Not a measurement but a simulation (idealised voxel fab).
Name of the process module below: voxel transistor to metal
It is cross-section cut that appears here, measuring 145 nm in width, its square cells being 5 nm in size.
Square cells in a grid make up a cross-section in this document, and the grid is given as bands, listed from the top down, each one or more rows of cells. Heads up on the band format: heights come first, top then bottom, in nm. After that it's the materials left to right, each with its width in nm. A single material flagged "everywhere" fills the whole band edge to edge, and "empty" means there's empty space there. Counting heights begins at 0, where everything beneath is, in the wafer as received, one material. The lowest band has no bottom; it goes on downwards, as "0 -> down" shows. Width: "30..40" (first number = top row, second number = bottom row, same change from row to row of cells). Where a step carries "no alterations made", the cross-section came out of it unchanged, cell for cell. In the "Closed internal cavities" entry, you get each enclosed empty space of 8 cells or more, one with no open way to the top, written width x height at distance, distance from the left edge, in nm. Heads up: the bit after the settings on a step's line is the simulator's remark on that step. Each step line may optionally specify "overlay nm", which for a step with a mask gives the rightward distance between the mask's planned place and where it lay, a negative value indicating the leftward direction. Read the rest as pairs. Take the cross-section before one process step, then the cross-section after it, which shows only down to the lowest band that changed. Under the pair, find the step between them and its settings. Bear in mind that pairs may come from different runs of this module on the same starting wafer: link a pair to the pair above it only where its entry headed "Prior to step" says to.
# Prior to step
30 -> 15 | empty: 60 / SiN: 5 / SiO2: 15 / SiN: 5 / empty: 60
15 -> 5 | empty: 60 / SiN: 5 / SiGe: 15 / SiN: 5 / empty: 60
5 -> 0 | SiO2: 20 / empty: 40 / SiN: 5 / SiGe: 15 / SiN: 5 / empty: 40 / SiO2: 20
0 -> -5 | SiO2: 65 / SiGe: 15 / SiO2: 65
-5 -> -20 | SiO2: 30 / Si: 35 / SiGe: 15 / Si: 35 / SiO2: 30
-20 -> -40 | SiO2: 30 / Si: 85 / SiO2: 30
-40 -> down | Si everywhere
Closed internal cavities: none
# Step Outcome
30 -> 25 | empty: 60 / SiN: 5 / empty: 15 / SiN: 5 / empty: 60
25 -> 15 | empty: 60 / SiN: 5 / SiO2: 15 / SiN: 5 / empty: 60
15 -> 0 | empty: 60 / SiN: 5 / SiGe: 15 / SiN: 5 / empty: 60
0 -> -5 | SiO2: 15 / empty: 50 / SiGe: 15 / empty: 50 / SiO2: 15
Anything lower than -5 is untouched.
Closed internal cavities: none
Between the cross-sections above, the step performed was SELECTIVE_ETCH | etch materials SiO2 | depth nm 5
Prior to step: The cross-section prior to this step is the one presented after the step of the pair immediately above.
# Step Outcome
35 -> 30 | empty: 55 / HfO2: 15 / empty: 5 / HfO2: 15 / empty: 55
30 -> 25 | empty: 55 / HfO2: 5 / SiN: 5 / HfO2: 15 / SiN: 5 / HfO2: 5 / empty: 55
25 -> 15 | empty: 55 / HfO2: 5 / SiN: 5 / SiO2: 15 / SiN: 5 / HfO2: 5 / empty: 55
15 -> 5 | empty: 55 / HfO2: 5 / SiN: 5 / SiGe: 15 / SiN: 5 / HfO2: 5 / empty: 55
5 -> 0 | HfO2: 20 / empty: 35 / HfO2: 5 / SiN: 5 / SiGe: 15 / SiN: 5 / HfO2: 5 / empty: 35 / HfO2: 20
0 -> -5 | SiO2: 15 / HfO2: 50 / SiGe: 15 / HfO2: 50 / SiO2: 15
Anything lower than -5 is untouched.
Closed internal cavities: none
Between the cross-sections above, the step performed was CONFORMAL_DEP | material HfO2 | thk nm 5
Prior to step: The cross-section prior to this step is the one presented after the step of the pair immediately above.
# Step Outcome
40 -> 35 | empty: 50 / TiN: 45 / empty: 50
35 -> 30 | empty: 50 / TiN: 5 / HfO2: 15 / TiN: 5 / HfO2: 15 / TiN: 5 / empty: 50
30 -> 25 | empty: 50 / TiN: 5 / HfO2: 5 / SiN: 5 / HfO2: 15 / SiN: 5 / HfO2: 5 / TiN: 5 / empty: 50
25 -> 15 | empty: 50 / TiN: 5 / HfO2: 5 / SiN: 5 / SiO2: 15 / SiN: 5 / HfO2: 5 / TiN: 5 / empty: 50
15 -> 10 | empty: 50 / TiN: 5 / HfO2: 5 / SiN: 5 / SiGe: 15 / SiN: 5 / HfO2: 5 / TiN: 5 / empty: 50
10 -> 5 | TiN: 25 / empty: 25 / TiN: 5 / HfO2: 5 / SiN: 5 / SiGe: 15 / SiN: 5 / HfO2: 5 / TiN: 5 / empty: 25 / TiN: 25
5 -> 0 | HfO2: 20 / TiN: 35 / HfO2: 5 / SiN: 5 / SiGe: 15 / SiN: 5 / HfO2: 5 / TiN: 35 / HfO2: 20
Anything lower than 0 is untouched.
Closed internal cavities: none
Between the cross-sections above, the step performed was CONFORMAL_DEP | material TiN | thk nm 5
Prior to step: The cross-section prior to this step is the one presented after the step of the pair immediately above.
# Step Outcome
50 -> 40 | W everywhere
40 -> 35 | W: 50 / TiN: 45 / W: 50
35 -> 30 | W: 50 / TiN: 5 / HfO2: 15 / TiN: 5 / HfO2: 15 / TiN: 5 / W: 50
30 -> 25 | W: 50 / TiN: 5 / HfO2: 5 / SiN: 5 / HfO2: 15 / SiN: 5 / HfO2: 5 / TiN: 5 / W: 50
25 -> 15 | W: 50 / TiN: 5 / HfO2: 5 / SiN: 5 / SiO2: 15 / SiN: 5 / HfO2: 5 / TiN: 5 / W: 50
15 -> 10 | W: 50 / TiN: 5 / HfO2: 5 / SiN: 5 / SiGe: 15 / SiN: 5 / HfO2: 5 / TiN: 5 / W: 50
10 -> 5 | TiN: 25 / W: 25 / TiN: 5 / HfO2: 5 / SiN: 5 / SiGe: 15 / SiN: 5 / HfO2: 5 / TiN: 5 / W: 25 / TiN: 25
Anything lower than 5 is untouched.
Closed internal cavities: none
Between the cross-sections above, the step performed was FILL_DEP | material W | thk nm 10
Prior to step: The cross-section prior to this step is the one presented after the step of the pair immediately above.
# Step Outcome
25 -> 15 | W: 50 / TiN: 5 / HfO2: 5 / SiN: 5 / SiO2: 15 / SiN: 5 / HfO2: 5 / TiN: 5 / W: 50
Anything lower than 15 is untouched.
Closed internal cavities: none
Between the cross-sections above, the step performed was CMP | height nm 25
Prior to step: The cross-section prior to this step is the one presented after the step of the pair immediately above.
# Step Outcome
35 -> 25 | SiO2 everywhere
Anything lower than 25 is untouched.
Closed internal cavities: none
Between the cross-sections above, the step performed was DIRECTIONAL_DEP | material SiO2 | thk nm 10
Prior to step: The cross-section prior to this step is the one presented after the step of the pair immediately above.
# Step Outcome
35 -> 25 | SiO2: 30 / empty: 15 / SiO2: 55 / empty: 15 / SiO2: 30
Anything lower than 25 is untouched.
Closed internal cavities: none
Between the cross-sections above, the step performed was MASKED_ETCH | tone open | mask id CONTACT | width nm 15 | pitch nm 70 | etch materials SiO2 | depth nm 35 | overlay nm 0
Prior to step: The cross-section prior to this step is the one presented after the step of the pair immediately above.
# Step Outcome
40 -> 35 | TiN: 35 / empty: 5 / TiN: 65 / empty: 5 / TiN: 35
35 -> 30 | SiO2: 30 / TiN: 5 / empty: 5 / TiN: 5 / SiO2: 55 / TiN: 5 / empty: 5 / TiN: 5 / SiO2: 30
30 -> 25 | SiO2: 30 / TiN: 15 / SiO2: 55 / TiN: 15 / SiO2: 30
Anything lower than 25 is untouched.
Closed internal cavities: none
Between the cross-sections above, the step performed was CONFORMAL_DEP | material TiN | thk nm 5
Prior to step: The cross-section prior to this step is the one presented after the step of the pair immediately above.
# Step Outcome
50 -> 40 | Ru everywhere
40 -> 35 | TiN: 35 / Ru: 5 / TiN: 65 / Ru: 5 / TiN: 35
35 -> 30 | SiO2: 30 / TiN: 5 / Ru: 5 / TiN: 5 / SiO2: 55 / TiN: 5 / Ru: 5 / TiN: 5 / SiO2: 30
Anything lower than 30 is untouched.
Closed internal cavities: none
Between the cross-sections above, the step performed was FILL_DEP | material Ru | thk nm 10
Prior to step: The cross-section prior to this step is the one presented after the step of the pair immediately above.
# Step Outcome
35 -> 30 | SiO2: 30 / TiN: 5 / Ru: 5 / TiN: 5 / SiO2: 55 / TiN: 5 / Ru: 5 / TiN: 5 / SiO2: 30
Anything lower than 30 is untouched.
Closed internal cavities: none
Between the cross-sections above, the step performed was CMP | height nm 35
Prior to step: The cross-section prior to this step is the one presented after the step of the pair immediately above.
# Step Outcome
40 -> 35 | SiCN everywhere
Anything lower than 35 is untouched.
Closed internal cavities: none
Between the cross-sections above, the step performed was CONFORMAL_DEP | material SiCN | thk nm 5
Prior to step: The cross-section prior to this step is the one presented after the step of the pair immediately above.
# Step Outcome
60 -> 40 | SiO2 everywhere
Anything lower than 40 is untouched.
Closed internal cavities: none
Between the cross-sections above, the step performed was DIRECTIONAL_DEP | material SiO2 | thk nm 20
Prior to step: The cross-section prior to this step is the one presented after the step of the pair immediately above.
# Step Outcome
60 -> 40 | SiO2: 30 / empty: 15 / SiO2: 55 / empty: 15 / SiO2: 30
Anything lower than 40 is untouched.
Closed internal cavities: none
Between the cross-sections above, the step performed was MASKED_ETCH | tone open | mask id METAL_1 | width nm 15 | pitch nm 70 | etch materials SiO2 | depth nm 20 | overlay nm 0
Prior to step: The cross-section prior to this step is the one presented after the step of the pair immediately above.
# Step Outcome
60 -> 40 | SiO2: 30 / empty: 15 / SiO2: 55 / empty: 15 / SiO2: 30
40 -> 35 | SiCN: 30 / empty: 15 / SiCN: 55 / empty: 15 / SiCN: 30
Anything lower than 35 is untouched.
Closed internal cavities: none
Between the cross-sections above, the step performed was MASKED_ETCH | tone open | mask id METAL_1 | width nm 15 | pitch nm 70 | etch materials SiCN | depth nm 5 | overlay nm 0
Prior to step: The cross-section prior to this step is the one presented after the step of the pair immediately above.
# Step Outcome
65 -> 60 | TiN: 35 / empty: 5 / TiN: 65 / empty: 5 / TiN: 35
60 -> 40 | SiO2: 30 / TiN: 5 / empty: 5 / TiN: 5 / SiO2: 55 / TiN: 5 / empty: 5 / TiN: 5 / SiO2: 30
40 -> 35 | SiCN: 30 / TiN: 15 / SiCN: 55 / TiN: 15 / SiCN: 30
Anything lower than 35 is untouched.
Closed internal cavities: none
Between the cross-sections above, the step performed was CONFORMAL_DEP | material TiN | thk nm 5
Prior to step: The cross-section prior to this step is the one presented after the step of the pair immediately above.
# Step Outcome
70 -> 65 | W everywhere
65 -> 60 | TiN: 35 / W: 5 / TiN: 65 / W: 5 / TiN: 35
60 -> 40 | SiO2: 30 / TiN: 5 / W: 5 / TiN: 5 / SiO2: 55 / TiN: 5 / W: 5 / TiN: 5 / SiO2: 30
Anything lower than 40 is untouched.
Closed internal cavities: none
Between the cross-sections above, the step performed was FILL_DEP | material W | thk nm 5
Prior to step: The cross-section prior to this step is the one presented after the step of the pair immediately above.
# Step Outcome
60 -> 40 | SiO2: 30 / TiN: 5 / W: 5 / TiN: 5 / SiO2: 55 / TiN: 5 / W: 5 / TiN: 5 / SiO2: 30
Anything lower than 40 is untouched.
Closed internal cavities: none
Between the cross-sections above, the step performed was CMP | height nm 60
Prior to step: The cross-section prior to this step is the one presented after the step of the pair immediately above.
# Step Outcome
65 -> 60 | empty: 25 / Ru: 25 / empty: 45 / Ru: 25 / empty: 25
Anything lower than 60 is untouched.
Closed internal cavities: none
Between the cross-sections above, the step performed was EPI | material Ru | thk nm 5
Prior to step: The cross-section prior to this step is the one presented after the step of the pair immediately above.
# Step Outcome
70 -> 65 | SiCN everywhere
65 -> 60 | SiCN: 25 / Ru: 25 / SiCN: 45 / Ru: 25 / SiCN: 25
Anything lower than 60 is untouched.
Closed internal cavities: none
Between the cross-sections above, the step performed was FILL_DEP | material SiCN | thk nm 5
